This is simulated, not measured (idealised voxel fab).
The document below concerns the process module designated voxel gate over fins.
Xsec cut, 210 nm wide, square cell size 5 nm.
Cross-sections here: square-cell grids, written as top-down lists of bands, a band being one or more rows of cells. It is stipulated that each band's entry specify, in nanometres, the height of the top of the band and then that of its bottom, followed by the materials of the band in left-to-right sequence, each together with its width in nanometres. A single material marked by the word "edge to edge" is understood to fill the band from edge to edge; the word "blank" is understood to denote empty space. All heights in this document are referenced to 0, defined as the level beneath which the wafer, as received, consists entirely of one material. The lowest band is not bounded below; it extends indefinitely downward and is written in the form "0 and below". Top row gets the first number, bottom row gets the second, and each row in between changes by the same step: that is how a band width like "30..40" works. Take "all unchanged" at face value: in the step it is given for, the cross-section changed in none of its cells. Look at "Unvented cavities" for the closed voids: empty spaces with no open path to the top, sized 8 cells or up. Each is width x height at distance, distance from the left edge, all nm. Anything after a step's settings on that line? It's the simulator's own note about the step. overlay nm: on a step with a mask, how far right of its planned place the mask lay; negative means left.
Listed below are the process steps as planned:
1,RECEIVE, material Si
2,CONFORMAL_DEP, material SiN, thk nm 5
3,DIRECTIONAL_DEP, material aC, thk nm 10
4,PATTERN, tone cover, mask id FINS, material resist, width nm 15, pitch nm 40, thk nm 30, overlay nm 0
5,DIRECTIONAL_ETCH, etch materials aC, depth nm 10
6,STRIP, etch materials resist
7,DIRECTIONAL_ETCH, etch materials SiN, depth nm 5
8,DIRECTIONAL_ETCH, etch materials Si, depth nm 40
9,STRIP, etch materials aC
10,OXIDIZE, depth nm 5
11,FILL_DEP, material SiO2, thk nm 10
12,CMP, height nm 5
13,SELECTIVE_ETCH, etch materials SiO2, depth nm 20
14,STRIP, etch materials SiN
15,CONFORMAL_DEP, material HfO2, thk nm 5
16,CONFORMAL_DEP, material TiN, thk nm 5
17,CONFORMAL_DEP, material TiAl, thk nm 5
18,CONFORMAL_DEP, material TiN, thk nm 5
19,FILL_DEP, material W, thk nm 10
20,CMP, height nm 25
21,CONFORMAL_DEP, material SiN, thk nm 10
Cross-section, incoming material, after step 1:
* 0 and below = Si edge to edge
* Unvented cavities: none
What the wafer looks like in cross-section after this module, when it starts as shown above and follows the plan above but one mistake is made in running it:
* 35 down to 25 = SiN edge to edge
* 25 down to 20 = aC edge to edge
* 20 down to 15 = aC 60; TiN 85; aC 65
* 15 down to 10 = aC 60; TiN 5; TiAl 35; TiN 5; TiAl 35; TiN 5; aC 65
* 10 down to 5 = aC 60; TiN 5; TiAl 5; TiN 25; TiAl 5; TiN 5; TiAl 5; TiN 25; TiAl 5; TiN 5; aC 65
* 5 down to 0 = TiN 65; TiAl 5; TiN 5; HfO2 15; TiN 5; TiAl 5; TiN 5; TiAl 5; TiN 5; HfO2 15; TiN 5; TiAl 5; TiN 70
* 0 down to -5 = TiAl 70; TiN 5; HfO2 5; Si 5; HfO2 5; TiN 5; TiAl 15; TiN 5; HfO2 5; Si 5; HfO2 5; TiN 5; TiAl 75
* -5 down to -10 = TiN 75; HfO2 5; Si 5; HfO2 5; TiN 25; HfO2 5; Si 5; HfO2 5; TiN 80
* -10 down to -15 = HfO2 80; Si 5; HfO2 35; Si 5; HfO2 85
* -15 down to -45 = SiO2 80; Si 5; SiO2 35; Si 5; SiO2 85
* -45 and below = Si edge to edge
* Unvented cavities: none
Nonconformance to the process plan: for step 19, the planned setting was not used; the step was instead run as FILL_DEP, material aC, thk nm 10
